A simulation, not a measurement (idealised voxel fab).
Process module in this document: voxel wiring stack
275 nm wide, 5 nm square cells: that's cross-section cut.
Notation: cross-section as square-cell grid; stated in bands, top first, going down; one or more cell rows per band. Band: top height; bottom height; in nm. Then, left to right: material with width in nm, for each material. "edge to edge": a single material spanning edge to edge. "blank": empty space. Measure heights from 0. That's the level where, below it, the as-received wafer is all one material. The lowest band is bottomless and extends downward; write it as in "0 down". Top row gets the first number, bottom row gets the second, and each row in between changes by the same step: that is how a band width like "30->40" works. The cross-section has no changed cell in any step marked "nothing altered". Entry "Enclosed voids" = empty spaces >= 8 cells with no open way to the top; each as width x height at distance, distance from left edge, all nm. Read whatever lies past the settings on a step's line as the simulator's own remark about the step. overlay nm, on a step with a mask: how far to the right of its planned place the mask lay; to the left if negative.

Listed below are the process steps as planned
1: RECEIVE, material Si
2: CONFORMAL_DEP, material SiO2, thk nm 10
3: DIRECTIONAL_DEP, material TiN, thk nm 5
4: DIRECTIONAL_DEP, material W, thk nm 25
5: PATTERN, tone cover, mask id METAL_1, material resist, width nm 20, pitch nm 35, thk nm 15, overlay nm 0
6: DIRECTIONAL_ETCH, etch materials W, depth nm 25
7: DIRECTIONAL_ETCH, etch materials TiN, depth nm 5
8: STRIP, etch materials resist
9: FILL_DEP, material lowk, thk nm 5
10: CMP, height nm 40
11: CONFORMAL_DEP, material SiCN, thk nm 5
12: DIRECTIONAL_DEP, material SiO2, thk nm 15
13: PATTERN, tone open, mask id PLUG_1, material resist, width nm 15, pitch nm 70, thk nm 20, overlay nm 0
14: DIRECTIONAL_ETCH, etch materials SiO2, depth nm 15
15: DIRECTIONAL_ETCH, etch materials SiCN, depth nm 5
16: STRIP, etch materials resist
17: EPI, material Ru, thk nm 10
18: EPI, material Ru, thk nm 10
19: DIRECTIONAL_DEP, material TiN, thk nm 5
20: DIRECTIONAL_DEP, material W, thk nm 25
21: DIRECTIONAL_DEP, material aC, thk nm 15
22: PATTERN, tone cover, mask id METAL_2, material resist, width nm 20, pitch nm 35, thk nm 30, overlay nm 0
23: DIRECTIONAL_ETCH, etch materials aC, depth nm 15
24: STRIP, etch materials resist
25: DIRECTIONAL_ETCH, etch materials W, depth nm 25
26: DIRECTIONAL_ETCH, etch materials TiN, depth nm 5
27: STRIP, etch materials aC
28: FILL_DEP, material lowk, thk nm 5
29: CMP, height nm 90
30: CONFORMAL_DEP, material SiCN, thk nm 5
31: DIRECTIONAL_DEP, material SiO2, thk nm 10
32: DIRECTIONAL_DEP, material aC, thk nm 10
33: PATTERN, tone open, mask id PLUG_2, material resist, width nm 15, pitch nm 70, thk nm 25, overlay nm 0
34: DIRECTIONAL_ETCH, etch materials aC, depth nm 10
35: STRIP, etch materials resist
36: DIRECTIONAL_ETCH, etch materials SiO2, depth nm 10
37: DIRECTIONAL_ETCH, etch materials SiCN, depth nm 5
38: STRIP, etch materials aC
39: CONFORMAL_DEP, material TiN, thk nm 5
40: FILL_DEP, material Ru, thk nm 5
41: CMP, height nm 105
42: CONFORMAL_DEP, material SiN, thk nm 5
43: DIRECTIONAL_DEP, material SiO2, thk nm 15
44: PATTERN, tone open, mask id METAL_3, material resist, width nm 20, pitch nm 35, thk nm 20, overlay nm 0
45: DIRECTIONAL_ETCH, etch materials SiO2, depth nm 15
46: DIRECTIONAL_ETCH, etch materials SiN, depth nm 5
47: STRIP, etch materials resist
48: CONFORMAL_DEP, material TiN, thk nm 5
49: FILL_DEP, material Cu, thk nm 10
50: CMP, height nm 125
51: EPI, material Ru, thk nm 5
52: FILL_DEP, material SiCN, thk nm 5

Delivered wafer in cross-section: state after step 1
    0 down = Si edge to edge
    Enclosed voids: none

Run as planned - first of the two wafers cross-sectioned at the end of the module
    135 to 130 = SiCN edge to edge
    130 to 125 = 85 of SiCN, then 30 of Ru, then 5 of SiCN, then 30 of Ru, then 5 of SiCN, then 30 of Ru, then 90 of SiCN
    125 to 110 = 90 of SiO2, then 5 of TiN, then 10 of Cu, then 5 of TiN, then 15 of SiO2, then 5 of TiN, then 10 of Cu, then 5 of TiN, then 15 of SiO2, then 5 of TiN, then 10 of Cu, then 5 of TiN, then 95 of SiO2
    110 to 105 = 90 of SiN, then 20 of TiN, then 15 of SiN, then 20 of TiN, then 15 of SiN, then 20 of TiN, then 95 of SiN
    105 to 95 = 90 of SiO2, then 5 of TiN, then 5 of Ru, then 5 of TiN, then 55 of SiO2, then 5 of TiN, then 5 of Ru, then 5 of TiN, then 100 of SiO2
    95 to 90 = 90 of SiCN, then 15 of TiN, then 55 of SiCN, then 15 of TiN, then 100 of SiCN
    90 to 65 = 90 of lowk, then 20 of W, then 15 of lowk, then 20 of W, then 15 of lowk, then 20 of W, then 95 of lowk
    65 to 60 = 90 of lowk, then 20 of TiN, then 15 of lowk, then 20 of TiN, then 15 of lowk, then 20 of TiN, then 95 of lowk
    60 to 45 = 90 of SiO2, then 15 of Ru, then 55 of SiO2, then 15 of Ru, then 100 of SiO2
    45 to 40 = 90 of SiCN, then 15 of Ru, then 55 of SiCN, then 15 of Ru, then 100 of SiCN
    40 to 15 = 90 of lowk, then 20 of W, then 15 of lowk, then 20 of W, then 15 of lowk, then 20 of W, then 95 of lowk
    15 to 10 = 90 of lowk, then 20 of TiN, then 15 of lowk, then 20 of TiN, then 15 of lowk, then 20 of TiN, then 95 of lowk
    10 to 0 = SiO2 edge to edge
    0 down = Si edge to edge
    Enclosed voids: none

What the second wafer looks like in cross-section once the module is done. Its start and its plan matched the first wafer's exactly; what differed was one mistake in how it was run
    135 to 130 = SiCN edge to edge
    130 to 125 = 85 of SiCN, then 30 of Ru, then 5 of SiCN, then 30 of Ru, then 5 of SiCN, then 30 of Ru, then 90 of SiCN
    125 to 110 = 90 of SiO2, then 5 of TiN, then 10 of Cu, then 5 of TiN, then 15 of SiO2, then 5 of TiN, then 10 of Cu, then 5 of TiN, then 15 of SiO2, then 5 of TiN, then 10 of Cu, then 5 of TiN, then 95 of SiO2
    110 to 105 = 90 of SiN, then 20 of TiN, then 15 of SiN, then 20 of TiN, then 15 of SiN, then 20 of TiN, then 95 of SiN
    105 to 95 = 90 of SiO2, then 5 of TiN, then 5 of Ru, then 5 of TiN, then 55 of SiO2, then 5 of TiN, then 5 of Ru, then 5 of TiN, then 100 of SiO2
    95 to 90 = 90 of SiCN, then 15 of TiN, then 55 of SiCN, then 15 of TiN, then 100 of SiCN
    90 to 65 = 90 of lowk, then 20 of W, then 15 of lowk, then 20 of W, then 15 of lowk, then 20 of W, then 95 of lowk
    65 to 60 = 90 of lowk, then 20 of TiN, then 15 of lowk, then 20 of TiN, then 15 of lowk, then 20 of TiN, then 95 of lowk
    60 to 45 = 90 of lowk, then 15 of SiO2, then 55 of Ru, then 15 of SiO2, then 25 of Ru, then 75 of lowk
    45 to 40 = 90 of lowk, then 15 of SiCN, then 55 of Ru, then 15 of SiCN, then 25 of Ru, then 75 of lowk
    40 to 15 = 90 of lowk, then 20 of W, then 15 of lowk, then 20 of W, then 15 of lowk, then 20 of W, then 95 of lowk
    15 to 10 = 90 of lowk, then 20 of TiN, then 15 of lowk, then 20 of TiN, then 15 of lowk, then 20 of TiN, then 95 of lowk
    10 to 0 = SiO2 edge to edge
    0 down = Si edge to edge
    Enclosed voids: none
Diagnosis: step 13 was processed under conditions differing from the plan, specifically as PATTERN, tone cover, mask id PLUG_1, material resist, width nm 15, pitch nm 70, thk nm 20, overlay nm 0
Final tally in cells, some materials are higher or lower on the second wafer than on the first: 40 more of Ru, 43 fewer of SiCN, 129 fewer of SiO2, 132 more of lowk
